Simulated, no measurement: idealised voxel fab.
Module name: voxel wiring stack (process module)
Section cut is 220 nm wide and gridded with 5 nm square cells.
A cross-section is written here as square cells arranged in a grid, and it is given in bands from the top down, each band taking up one or more rows of cells.
Basically the band line says how high the top is and how high the bottom is, in nm, and then what's in it from left to right, every material with its width in nm. Empty space shows up as "air", and if a single material carries "full width" it runs the full band edge to edge.
For the purposes of this specification, 0 denotes the height below which the wafer in its as-received condition is composed wholly of one material, and the lowermost band, lacking a lower limit, extends downward without end, as expressed in "0 -> down".
Top row gets the first number, bottom row gets the second, and each row in between changes by the same step: that is how a band width like "30..40" works.
It should be understood that the words "nothing altered", when stated for a given step, signify that the cross-section underwent no change in any of its cells during that step.
You'll see "Sealed void list" listing empty spaces that have no way open to the top, as long as they're 8 cells or more; the notation is width x height at distance, where the distance is from the left edge, and all of it is in nm.
Post-settings text on a step line: simulator's own remark regarding the step.
Regarding "overlay nm": on a step with a mask, it is the distance the mask lay to the right of its planned place; a negative value places it to the left.
### The process steps that were planned are listed below
1: RECEIVE,material Si
2: CONFORMAL_DEP,material SiO2,thk nm 15
3: CONFORMAL_DEP,material SiN,thk nm 5
4: DIRECTIONAL_DEP,material SiO2,thk nm 25
5: MASKED_ETCH,tone open,mask id METAL_1,width nm 25,pitch nm 45,etch materials SiO2,depth nm 25,overlay nm 0
6: MASKED_ETCH,tone open,mask id METAL_1,width nm 25,pitch nm 45,etch materials SiN,depth nm 5,overlay nm 0
7: CONFORMAL_DEP,material TiN,thk nm 5
8: FILL_DEP,material Cu,thk nm 10
9: CMP,height nm 45
10: CONFORMAL_DEP,material SiCN,thk nm 5
11: DIRECTIONAL_DEP,material SiO2,thk nm 15
12: MASKED_ETCH,tone open,mask id PLUG_1,width nm 15,pitch nm 45,etch materials SiO2,depth nm 15,overlay nm 0
13: MASKED_ETCH,tone open,mask id PLUG_1,width nm 15,pitch nm 45,etch materials SiCN,depth nm 5,overlay nm 0
14: EPI,material Ru,thk nm 10
15: EPI,material Ru,thk nm 10
16: CONFORMAL_DEP,material SiN,thk nm 5
17: DIRECTIONAL_DEP,material lowk,thk nm 20
18: PATTERN,tone open,mask id METAL_2,material resist,width nm 25,pitch nm 45,thk nm 20,overlay nm 0
19: DIRECTIONAL_ETCH,etch materials lowk,depth nm 20
20: DIRECTIONAL_ETCH,etch materials SiN,depth nm 5
21: STRIP,etch materials resist
22: CONFORMAL_DEP,material TiN,thk nm 5
23: FILL_DEP,material Cu,thk nm 10
24: CMP,height nm 90
25: CONFORMAL_DEP,material SiCN,thk nm 5
26: DIRECTIONAL_DEP,material SiO2,thk nm 30
27: MASKED_ETCH,tone open,mask id METAL_3_HOLES,width nm 15,pitch nm 45,etch materials SiO2,depth nm 30,overlay nm 0
28: MASKED_ETCH,tone open,mask id METAL_3,width nm 25,pitch nm 45,etch materials SiO2,depth nm 20,overlay nm 0
29: MASKED_ETCH,tone open,mask id METAL_3,width nm 25,pitch nm 45,etch materials SiCN,depth nm 5,overlay nm 0
30: CONFORMAL_DEP,material TiN,thk nm 5
31: FILL_DEP,material Cu,thk nm 10
32: CMP,height nm 125
33: CONFORMAL_DEP,material SiCN,thk nm 5
34: DIRECTIONAL_DEP,material lowk,thk nm 25
35: MASKED_ETCH,tone open,mask id METAL_4_HOLES,width nm 15,pitch nm 90,etch materials lowk,depth nm 25,overlay nm 0
36: PATTERN,tone open,mask id METAL_4,material resist,width nm 25,pitch nm 45,thk nm 20,overlay nm 0
37: DIRECTIONAL_ETCH,etch materials lowk,depth nm 15
38: DIRECTIONAL_ETCH,etch materials SiCN,depth nm 5
39: STRIP,etch materials resist
40: CONFORMAL_DEP,material TiN,thk nm 5
41: FILL_DEP,material Cu,thk nm 10
42: CMP,height nm 155
43: CONFORMAL_DEP,material SiCN,thk nm 5
### First out of two wafers; run went to plan
### Shown in cross-section is the wafer as received, that is, as it stands after step 1
0 -> down | Si full width
Sealed void list: none
### You're looking at a cross-section of the wafer after step 2
15 -> 0 | SiO2 full width
Below 0, the layers are the same as they were.
### You're looking at a cross-section of the wafer after step 3
20 -> 15 | SiN full width
Below 15, the layers are the same as they were.
### You're looking at a cross-section of the wafer after step 4
45 -> 20 | SiO2 full width
Below 20, the layers are the same as they were.
### You're looking at a cross-section of the wafer after step 5
45 -> 20 | 50 SiO2, then 25 air, then 20 SiO2, then 25 air, then 20 SiO2, then 25 air, then 55 SiO2
Below 20, the layers are the same as they were.
### You're looking at a cross-section of the wafer after step 6
45 -> 20 | 50 SiO2, then 25 air, then 20 SiO2, then 25 air, then 20 SiO2, then 25 air, then 55 SiO2
20 -> 15 | 50 SiN, then 25 air, then 20 SiN, then 25 air, then 20 SiN, then 25 air, then 55 SiN
Below 15, the layers are the same as they were.
### You're looking at a cross-section of the wafer after step 7
50 -> 45 | 55 TiN, then 15 air, then 30 TiN, then 15 air, then 30 TiN, then 15 air, then 60 TiN
45 -> 20 | 50 SiO2, then 5 TiN, then 15 air, then 5 TiN, then 20 SiO2, then 5 TiN, then 15 air, then 5 TiN, then 20 SiO2, then 5 TiN, then 15 air, then 5 TiN, then 55 SiO2
20 -> 15 | 50 SiN, then 25 TiN, then 20 SiN, then 25 TiN, then 20 SiN, then 25 TiN, then 55 SiN
Below 15, the layers are the same as they were.
### You're looking at a cross-section of the wafer after step 8
60 -> 50 | Cu full width
50 -> 45 | 55 TiN, then 15 Cu, then 30 TiN, then 15 Cu, then 30 TiN, then 15 Cu, then 60 TiN
45 -> 20 | 50 SiO2, then 5 TiN, then 15 Cu, then 5 TiN, then 20 SiO2, then 5 TiN, then 15 Cu, then 5 TiN, then 20 SiO2, then 5 TiN, then 15 Cu, then 5 TiN, then 55 SiO2
Below 20, the layers are the same as they were.
### You're looking at a cross-section of the wafer after step 9
45 -> 20 | 50 SiO2, then 5 TiN, then 15 Cu, then 5 TiN, then 20 SiO2, then 5 TiN, then 15 Cu, then 5 TiN, then 20 SiO2, then 5 TiN, then 15 Cu, then 5 TiN, then 55 SiO2
Below 20, the layers are the same as they were.
### You're looking at a cross-section of the wafer after step 10
50 -> 45 | SiCN full width
Below 45, the layers are the same as they were.
### You're looking at a cross-section of the wafer after step 11
65 -> 50 | SiO2 full width
Below 50, the layers are the same as they were.
### You're looking at a cross-section of the wafer after step 12
65 -> 50 | 50 SiO2, then 15 air, then 30 SiO2, then 15 air, then 30 SiO2, then 15 air, then 65 SiO2
Below 50, the layers are the same as they were.
### You're looking at a cross-section of the wafer after step 13
65 -> 50 | 50 SiO2, then 15 air, then 30 SiO2, then 15 air, then 30 SiO2, then 15 air, then 65 SiO2
50 -> 45 | 50 SiCN, then 15 air, then 30 SiCN, then 15 air, then 30 SiCN, then 15 air, then 65 SiCN
Below 45, the layers are the same as they were.
### You're looking at a cross-section of the wafer after step 14
65 -> 55 | 50 SiO2, then 15 air, then 30 SiO2, then 15 air, then 30 SiO2, then 15 air, then 65 SiO2
55 -> 50 | 50 SiO2, then 15 Ru, then 30 SiO2, then 15 Ru, then 30 SiO2, then 15 Ru, then 65 SiO2
50 -> 45 | 50 SiCN, then 15 Ru, then 30 SiCN, then 15 Ru, then 30 SiCN, then 15 Ru, then 65 SiCN
Below 45, the layers are the same as they were.
### You're looking at a cross-section of the wafer after step 15
65 -> 50 | 50 SiO2, then 15 Ru, then 30 SiO2, then 15 Ru, then 30 SiO2, then 15 Ru, then 65 SiO2
Below 50, the layers are the same as they were.
### You're looking at a cross-section of the wafer after step 16
70 -> 65 | SiN full width
Below 65, the layers are the same as they were.
### You're looking at a cross-section of the wafer after step 17
90 -> 70 | lowk full width
Below 70, the layers are the same as they were.
### You're looking at a cross-section of the wafer after step 18
110 -> 90 | 50 resist, then 25 air, then 20 resist, then 25 air, then 20 resist, then 25 air, then 55 resist
Below 90, the layers are the same as they were.
### You're looking at a cross-section of the wafer after step 19
110 -> 90 | 50 resist, then 25 air, then 20 resist, then 25 air, then 20 resist, then 25 air, then 55 resist
90 -> 70 | 50 lowk, then 25 air, then 20 lowk, then 25 air, then 20 lowk, then 25 air, then 55 lowk
Below 70, the layers are the same as they were.
### You're looking at a cross-section of the wafer after step 20
110 -> 90 | 50 resist, then 25 air, then 20 resist, then 25 air, then 20 resist, then 25 air, then 55 resist
90 -> 70 | 50 lowk, then 25 air, then 20 lowk, then 25 air, then 20 lowk, then 25 air, then 55 lowk
70 -> 65 | 50 SiN, then 25 air, then 20 SiN, then 25 air, then 20 SiN, then 25 air, then 55 SiN
Below 65, the layers are the same as they were.
### You're looking at a cross-section of the wafer after step 21
90 -> 70 | 50 lowk, then 25 air, then 20 lowk, then 25 air, then 20 lowk, then 25 air, then 55 lowk
Below 70, the layers are the same as they were.
### You're looking at a cross-section of the wafer after step 22
95 -> 90 | 55 TiN, then 15 air, then 30 TiN, then 15 air, then 30 TiN, then 15 air, then 60 TiN
90 -> 70 | 50 lowk, then 5 TiN, then 15 air, then 5 TiN, then 20 lowk, then 5 TiN, then 15 air, then 5 TiN, then 20 lowk, then 5 TiN, then 15 air, then 5 TiN, then 55 lowk
70 -> 65 | 50 SiN, then 25 TiN, then 20 SiN, then 25 TiN, then 20 SiN, then 25 TiN, then 55 SiN
Below 65, the layers are the same as they were.
### You're looking at a cross-section of the wafer after step 23
105 -> 95 | Cu full width
95 -> 90 | 55 TiN, then 15 Cu, then 30 TiN, then 15 Cu, then 30 TiN, then 15 Cu, then 60 TiN
90 -> 70 | 50 lowk, then 5 TiN, then 15 Cu, then 5 TiN, then 20 lowk, then 5 TiN, then 15 Cu, then 5 TiN, then 20 lowk, then 5 TiN, then 15 Cu, then 5 TiN, then 55 lowk
Below 70, the layers are the same as they were.
### You're looking at a cross-section of the wafer after step 24
90 -> 70 | 50 lowk, then 5 TiN, then 15 Cu, then 5 TiN, then 20 lowk, then 5 TiN, then 15 Cu, then 5 TiN, then 20 lowk, then 5 TiN, then 15 Cu, then 5 TiN, then 55 lowk
Below 70, the layers are the same as they were.
### You're looking at a cross-section of the wafer after step 25
95 -> 90 | SiCN full width
Below 90, the layers are the same as they were.
### You're looking at a cross-section of the wafer after step 26
125 -> 95 | SiO2 full width
Below 95, the layers are the same as they were.
### You're looking at a cross-section of the wafer after step 27
125 -> 95 | 50 SiO2, then 15 air, then 30 SiO2, then 15 air, then 30 SiO2, then 15 air, then 65 SiO2
Below 95, the layers are the same as they were.
### You're looking at a cross-section of the wafer after step 28
125 -> 105 | 50 SiO2, then 25 air, then 20 SiO2, then 25 air, then 20 SiO2, then 25 air, then 55 SiO2
Below 105, the layers are the same as they were.
### You're looking at a cross-section of the wafer after step 29
125 -> 105 | 50 SiO2, then 25 air, then 20 SiO2, then 25 air, then 20 SiO2, then 25 air, then 55 SiO2
105 -> 95 | 50 SiO2, then 15 air, then 30 SiO2, then 15 air, then 30 SiO2, then 15 air, then 65 SiO2
95 -> 90 | 50 SiCN, then 15 air, then 30 SiCN, then 15 air, then 30 SiCN, then 15 air, then 65 SiCN
Below 90, the layers are the same as they were.
### You're looking at a cross-section of the wafer after step 30
130 -> 125 | 55 TiN, then 15 air, then 30 TiN, then 15 air, then 30 TiN, then 15 air, then 60 TiN
125 -> 110 | 50 SiO2, then 5 TiN, then 15 air, then 5 TiN, then 20 SiO2, then 5 TiN, then 15 air, then 5 TiN, then 20 SiO2, then 5 TiN, then 15 air, then 5 TiN, then 55 SiO2
110 -> 105 | 50 SiO2, then 5 TiN, then 5 air, then 15 TiN, then 20 SiO2, then 5 TiN, then 5 air, then 15 TiN, then 20 SiO2, then 5 TiN, then 5 air, then 15 TiN, then 55 SiO2
105 -> 95 | 50 SiO2, then 5 TiN, then 5 air, then 5 TiN, then 30 SiO2, then 5 TiN, then 5 air, then 5 TiN, then 30 SiO2, then 5 TiN, then 5 air, then 5 TiN, then 65 SiO2
95 -> 90 | 50 SiCN, then 15 TiN, then 30 SiCN, then 15 TiN, then 30 SiCN, then 15 TiN, then 65 SiCN
Below 90, the layers are the same as they were.
### You're looking at a cross-section of the wafer after step 31
140 -> 130 | Cu full width
130 -> 125 | 55 TiN, then 15 Cu, then 30 TiN, then 15 Cu, then 30 TiN, then 15 Cu, then 60 TiN
125 -> 110 | 50 SiO2, then 5 TiN, then 15 Cu, then 5 TiN, then 20 SiO2, then 5 TiN, then 15 Cu, then 5 TiN, then 20 SiO2, then 5 TiN, then 15 Cu, then 5 TiN, then 55 SiO2
110 -> 105 | 50 SiO2, then 5 TiN, then 5 Cu, then 15 TiN, then 20 SiO2, then 5 TiN, then 5 Cu, then 15 TiN, then 20 SiO2, then 5 TiN, then 5 Cu, then 15 TiN, then 55 SiO2
105 -> 95 | 50 SiO2, then 5 TiN, then 5 Cu, then 5 TiN, then 30 SiO2, then 5 TiN, then 5 Cu, then 5 TiN, then 30 SiO2, then 5 TiN, then 5 Cu, then 5 TiN, then 65 SiO2
Below 95, the layers are the same as they were.
### You're looking at a cross-section of the wafer after step 32
125 -> 110 | 50 SiO2, then 5 TiN, then 15 Cu, then 5 TiN, then 20 SiO2, then 5 TiN, then 15 Cu, then 5 TiN, then 20 SiO2, then 5 TiN, then 15 Cu, then 5 TiN, then 55 SiO2
Below 110, the layers are the same as they were.
### You're looking at a cross-section of the wafer after step 33
130 -> 125 | SiCN full width
Below 125, the layers are the same as they were.
### You're looking at a cross-section of the wafer after step 34
155 -> 130 | lowk full width
Below 130, the layers are the same as they were.
### You're looking at a cross-section of the wafer after step 35
155 -> 130 | 50 lowk, then 15 air, then 75 lowk, then 15 air, then 65 lowk
Below 130, the layers are the same as they were.
### You're looking at a cross-section of the wafer after step 36
175 -> 155 | 50 resist, then 25 air, then 20 resist, then 25 air, then 20 resist, then 25 air, then 55 resist
Below 155, the layers are the same as they were.
### You're looking at a cross-section of the wafer after step 37
175 -> 155 | 50 resist, then 25 air, then 20 resist, then 25 air, then 20 resist, then 25 air, then 55 resist
155 -> 140 | 50 lowk, then 25 air, then 20 lowk, then 25 air, then 20 lowk, then 25 air, then 55 lowk
Below 140, the layers are the same as they were.
### You're looking at a cross-section of the wafer after step 38
175 -> 155 | 50 resist, then 25 air, then 20 resist, then 25 air, then 20 resist, then 25 air, then 55 resist
155 -> 140 | 50 lowk, then 25 air, then 20 lowk, then 25 air, then 20 lowk, then 25 air, then 55 lowk
140 -> 130 | 50 lowk, then 15 air, then 75 lowk, then 15 air, then 65 lowk
130 -> 125 | 50 SiCN, then 15 air, then 75 SiCN, then 15 air, then 65 SiCN
Below 125, the layers are the same as they were.
### You're looking at a cross-section of the wafer after step 39
155 -> 140 | 50 lowk, then 25 air, then 20 lowk, then 25 air, then 20 lowk, then 25 air, then 55 lowk
Below 140, the layers are the same as they were.
### You're looking at a cross-section of the wafer after step 40
160 -> 155 | 55 TiN, then 15 air, then 30 TiN, then 15 air, then 30 TiN, then 15 air, then 60 TiN
155 -> 145 | 50 lowk, then 5 TiN, then 15 air, then 5 TiN, then 20 lowk, then 5 TiN, then 15 air, then 5 TiN, then 20 lowk, then 5 TiN, then 15 air, then 5 TiN, then 55 lowk
145 -> 140 | 50 lowk, then 5 TiN, then 5 air, then 15 TiN, then 20 lowk, then 25 TiN, then 20 lowk, then 5 TiN, then 5 air, then 15 TiN, then 55 lowk
140 -> 130 | 50 lowk, then 5 TiN, then 5 air, then 5 TiN, then 75 lowk, then 5 TiN, then 5 air, then 5 TiN, then 65 lowk
130 -> 125 | 50 SiCN, then 15 TiN, then 75 SiCN, then 15 TiN, then 65 SiCN
Below 125, the layers are the same as they were.
### You're looking at a cross-section of the wafer after step 41
170 -> 160 | Cu full width
160 -> 155 | 55 TiN, then 15 Cu, then 30 TiN, then 15 Cu, then 30 TiN, then 15 Cu, then 60 TiN
155 -> 145 | 50 lowk, then 5 TiN, then 15 Cu, then 5 TiN, then 20 lowk, then 5 TiN, then 15 Cu, then 5 TiN, then 20 lowk, then 5 TiN, then 15 Cu, then 5 TiN, then 55 lowk
145 -> 140 | 50 lowk, then 5 TiN, then 5 Cu, then 15 TiN, then 20 lowk, then 25 TiN, then 20 lowk, then 5 TiN, then 5 Cu, then 15 TiN, then 55 lowk
140 -> 130 | 50 lowk, then 5 TiN, then 5 Cu, then 5 TiN, then 75 lowk, then 5 TiN, then 5 Cu, then 5 TiN, then 65 lowk
Below 130, the layers are the same as they were.
### You're looking at a cross-section of the wafer after step 42
155 -> 145 | 50 lowk, then 5 TiN, then 15 Cu, then 5 TiN, then 20 lowk, then 5 TiN, then 15 Cu, then 5 TiN, then 20 lowk, then 5 TiN, then 15 Cu, then 5 TiN, then 55 lowk
Below 145, the layers are the same as they were.
### You're looking at a cross-section of the wafer after step 43
160 -> 155 | SiCN full width
Below 155, the layers are the same as they were.
### Companion wafer, the second of two: same beginning, same intended sequence, one mistake in carrying it out; through step 17 inclusive it tracks the first exactly
### Cross-sectional view of the second wafer at the intended end time of process step 18
110 -> 90 | 50 air, then 25 resist, then 20 air, then 25 resist, then 20 air, then 25 resist, then 55 air
Below 90, the layers are the same as they were.
### Cross-sectional view of the second wafer at the intended end time of process step 19
110 -> 90 | 50 air, then 25 resist, then 20 air, then 25 resist, then 20 air, then 25 resist, then 55 air
90 -> 70 | 50 air, then 25 lowk, then 20 air, then 25 lowk, then 20 air, then 25 lowk, then 55 air
Below 70, the layers are the same as they were.
### Cross-sectional view of the second wafer at the intended end time of process step 20
110 -> 90 | 50 air, then 25 resist, then 20 air, then 25 resist, then 20 air, then 25 resist, then 55 air
90 -> 70 | 50 air, then 25 lowk, then 20 air, then 25 lowk, then 20 air, then 25 lowk, then 55 air
70 -> 65 | 50 air, then 25 SiN, then 20 air, then 25 SiN, then 20 air, then 25 SiN, then 55 air
Below 65, the layers are the same as they were.
### Cross-sectional view of the second wafer at the intended end time of process step 21
90 -> 70 | 50 air, then 25 lowk, then 20 air, then 25 lowk, then 20 air, then 25 lowk, then 55 air
Below 70, the layers are the same as they were.
### Cross-sectional view of the second wafer at the intended end time of process step 22
95 -> 90 | 45 air, then 35 TiN, then 10 air, then 35 TiN, then 10 air, then 35 TiN, then 50 air
90 -> 70 | 45 air, then 5 TiN, then 25 lowk, then 5 TiN, then 10 air, then 5 TiN, then 25 lowk, then 5 TiN, then 10 air, then 5 TiN, then 25 lowk, then 5 TiN, then 50 air
70 -> 65 | 50 TiN, then 25 SiN, then 20 TiN, then 25 SiN, then 20 TiN, then 25 SiN, then 55 TiN
Below 65, the layers are the same as they were.
### Cross-sectional view of the second wafer at the intended end time of process step 23
105 -> 95 | Cu full width
95 -> 90 | 45 Cu, then 35 TiN, then 10 Cu, then 35 TiN, then 10 Cu, then 35 TiN, then 50 Cu
90 -> 70 | 45 Cu, then 5 TiN, then 25 lowk, then 5 TiN, then 10 Cu, then 5 TiN, then 25 lowk, then 5 TiN, then 10 Cu, then 5 TiN, then 25 lowk, then 5 TiN, then 50 Cu
Below 70, the layers are the same as they were.
### Cross-sectional view of the second wafer at the intended end time of process step 24
90 -> 70 | 45 Cu, then 5 TiN, then 25 lowk, then 5 TiN, then 10 Cu, then 5 TiN, then 25 lowk, then 5 TiN, then 10 Cu, then 5 TiN, then 25 lowk, then 5 TiN, then 50 Cu
Below 70, the layers are the same as they were.
### Cross-sectional view of the second wafer at the intended end time of process step 25
95 -> 90 | SiCN full width
Below 90, the layers are the same as they were.
### Cross-sectional view of the second wafer at the intended end time of process step 26
125 -> 95 | SiO2 full width
Below 95, the layers are the same as they were.
### Cross-sectional view of the second wafer at the intended end time of process step 27
125 -> 95 | 50 SiO2, then 15 air, then 30 SiO2, then 15 air, then 30 SiO2, then 15 air, then 65 SiO2
Below 95, the layers are the same as they were.
### Cross-sectional view of the second wafer at the intended end time of process step 28
125 -> 105 | 50 SiO2, then 25 air, then 20 SiO2, then 25 air, then 20 SiO2, then 25 air, then 55 SiO2
Below 105, the layers are the same as they were.
### Cross-sectional view of the second wafer at the intended end time of process step 29
125 -> 105 | 50 SiO2, then 25 air, then 20 SiO2, then 25 air, then 20 SiO2, then 25 air, then 55 SiO2
105 -> 95 | 50 SiO2, then 15 air, then 30 SiO2, then 15 air, then 30 SiO2, then 15 air, then 65 SiO2
95 -> 90 | 50 SiCN, then 15 air, then 30 SiCN, then 15 air, then 30 SiCN, then 15 air, then 65 SiCN
Below 90, the layers are the same as they were.
### Cross-sectional view of the second wafer at the intended end time of process step 30
130 -> 125 | 55 TiN, then 15 air, then 30 TiN, then 15 air, then 30 TiN, then 15 air, then 60 TiN
125 -> 110 | 50 SiO2, then 5 TiN, then 15 air, then 5 TiN, then 20 SiO2, then 5 TiN, then 15 air, then 5 TiN, then 20 SiO2, then 5 TiN, then 15 air, then 5 TiN, then 55 SiO2
110 -> 105 | 50 SiO2, then 5 TiN, then 5 air, then 15 TiN, then 20 SiO2, then 5 TiN, then 5 air, then 15 TiN, then 20 SiO2, then 5 TiN, then 5 air, then 15 TiN, then 55 SiO2
105 -> 95 | 50 SiO2, then 5 TiN, then 5 air, then 5 TiN, then 30 SiO2, then 5 TiN, then 5 air, then 5 TiN, then 30 SiO2, then 5 TiN, then 5 air, then 5 TiN, then 65 SiO2
95 -> 90 | 50 SiCN, then 15 TiN, then 30 SiCN, then 15 TiN, then 30 SiCN, then 15 TiN, then 65 SiCN
Below 90, the layers are the same as they were.
### Cross-sectional view of the second wafer at the intended end time of process step 31
140 -> 130 | Cu full width
130 -> 125 | 55 TiN, then 15 Cu, then 30 TiN, then 15 Cu, then 30 TiN, then 15 Cu, then 60 TiN
125 -> 110 | 50 SiO2, then 5 TiN, then 15 Cu, then 5 TiN, then 20 SiO2, then 5 TiN, then 15 Cu, then 5 TiN, then 20 SiO2, then 5 TiN, then 15 Cu, then 5 TiN, then 55 SiO2
110 -> 105 | 50 SiO2, then 5 TiN, then 5 Cu, then 15 TiN, then 20 SiO2, then 5 TiN, then 5 Cu, then 15 TiN, then 20 SiO2, then 5 TiN, then 5 Cu, then 15 TiN, then 55 SiO2
105 -> 95 | 50 SiO2, then 5 TiN, then 5 Cu, then 5 TiN, then 30 SiO2, then 5 TiN, then 5 Cu, then 5 TiN, then 30 SiO2, then 5 TiN, then 5 Cu, then 5 TiN, then 65 SiO2
Below 95, the layers are the same as they were.
### Cross-sectional view of the second wafer at the intended end time of process step 32
125 -> 110 | 50 SiO2, then 5 TiN, then 15 Cu, then 5 TiN, then 20 SiO2, then 5 TiN, then 15 Cu, then 5 TiN, then 20 SiO2, then 5 TiN, then 15 Cu, then 5 TiN, then 55 SiO2
Below 110, the layers are the same as they were.
### Cross-sectional view of the second wafer at the intended end time of process step 33
130 -> 125 | SiCN full width
Below 125, the layers are the same as they were.
### Cross-sectional view of the second wafer at the intended end time of process step 34
155 -> 130 | lowk full width
Below 130, the layers are the same as they were.
### Cross-sectional view of the second wafer at the intended end time of process step 35
155 -> 130 | 50 lowk, then 15 air, then 75 lowk, then 15 air, then 65 lowk
Below 130, the layers are the same as they were.
### Cross-sectional view of the second wafer at the intended end time of process step 36
175 -> 155 | 50 resist, then 25 air, then 20 resist, then 25 air, then 20 resist, then 25 air, then 55 resist
Below 155, the layers are the same as they were.
### Cross-sectional view of the second wafer at the intended end time of process step 37
175 -> 155 | 50 resist, then 25 air, then 20 resist, then 25 air, then 20 resist, then 25 air, then 55 resist
155 -> 140 | 50 lowk, then 25 air, then 20 lowk, then 25 air, then 20 lowk, then 25 air, then 55 lowk
Below 140, the layers are the same as they were.
### Cross-sectional view of the second wafer at the intended end time of process step 38
175 -> 155 | 50 resist, then 25 air, then 20 resist, then 25 air, then 20 resist, then 25 air, then 55 resist
155 -> 140 | 50 lowk, then 25 air, then 20 lowk, then 25 air, then 20 lowk, then 25 air, then 55 lowk
140 -> 130 | 50 lowk, then 15 air, then 75 lowk, then 15 air, then 65 lowk
130 -> 125 | 50 SiCN, then 15 air, then 75 SiCN, then 15 air, then 65 SiCN
Below 125, the layers are the same as they were.
### Cross-sectional view of the second wafer at the intended end time of process step 39
155 -> 140 | 50 lowk, then 25 air, then 20 lowk, then 25 air, then 20 lowk, then 25 air, then 55 lowk
Below 140, the layers are the same as they were.
### Cross-sectional view of the second wafer at the intended end time of process step 40
160 -> 155 | 55 TiN, then 15 air, then 30 TiN, then 15 air, then 30 TiN, then 15 air, then 60 TiN
155 -> 145 | 50 lowk, then 5 TiN, then 15 air, then 5 TiN, then 20 lowk, then 5 TiN, then 15 air, then 5 TiN, then 20 lowk, then 5 TiN, then 15 air, then 5 TiN, then 55 lowk
145 -> 140 | 50 lowk, then 5 TiN, then 5 air, then 15 TiN, then 20 lowk, then 25 TiN, then 20 lowk, then 5 TiN, then 5 air, then 15 TiN, then 55 lowk
140 -> 130 | 50 lowk, then 5 TiN, then 5 air, then 5 TiN, then 75 lowk, then 5 TiN, then 5 air, then 5 TiN, then 65 lowk
130 -> 125 | 50 SiCN, then 15 TiN, then 75 SiCN, then 15 TiN, then 65 SiCN
Below 125, the layers are the same as they were.
### Cross-sectional view of the second wafer at the intended end time of process step 41
170 -> 160 | Cu full width
160 -> 155 | 55 TiN, then 15 Cu, then 30 TiN, then 15 Cu, then 30 TiN, then 15 Cu, then 60 TiN
155 -> 145 | 50 lowk, then 5 TiN, then 15 Cu, then 5 TiN, then 20 lowk, then 5 TiN, then 15 Cu, then 5 TiN, then 20 lowk, then 5 TiN, then 15 Cu, then 5 TiN, then 55 lowk
145 -> 140 | 50 lowk, then 5 TiN, then 5 Cu, then 15 TiN, then 20 lowk, then 25 TiN, then 20 lowk, then 5 TiN, then 5 Cu, then 15 TiN, then 55 lowk
140 -> 130 | 50 lowk, then 5 TiN, then 5 Cu, then 5 TiN, then 75 lowk, then 5 TiN, then 5 Cu, then 5 TiN, then 65 lowk
Below 130, the layers are the same as they were.
### Cross-sectional view of the second wafer at the intended end time of process step 42
155 -> 145 | 50 lowk, then 5 TiN, then 15 Cu, then 5 TiN, then 20 lowk, then 5 TiN, then 15 Cu, then 5 TiN, then 20 lowk, then 5 TiN, then 15 Cu, then 5 TiN, then 55 lowk
Below 145, the layers are the same as they were.
### Cross-sectional view of the second wafer at the intended end time of process step 43
160 -> 155 | SiCN full width
Below 155, the layers are the same as they were.
Which mistake was made when the wafer was run? step 18 did not happen as planned, as run it was PATTERN,tone cover,mask id METAL_2,material resist,width nm 25,pitch nm 45,thk nm 20,overlay nm 0
Final difference in cells, second wafer against first, listed per material as more or fewer: Cu +56, SiN -14, TiN +14, lowk -56
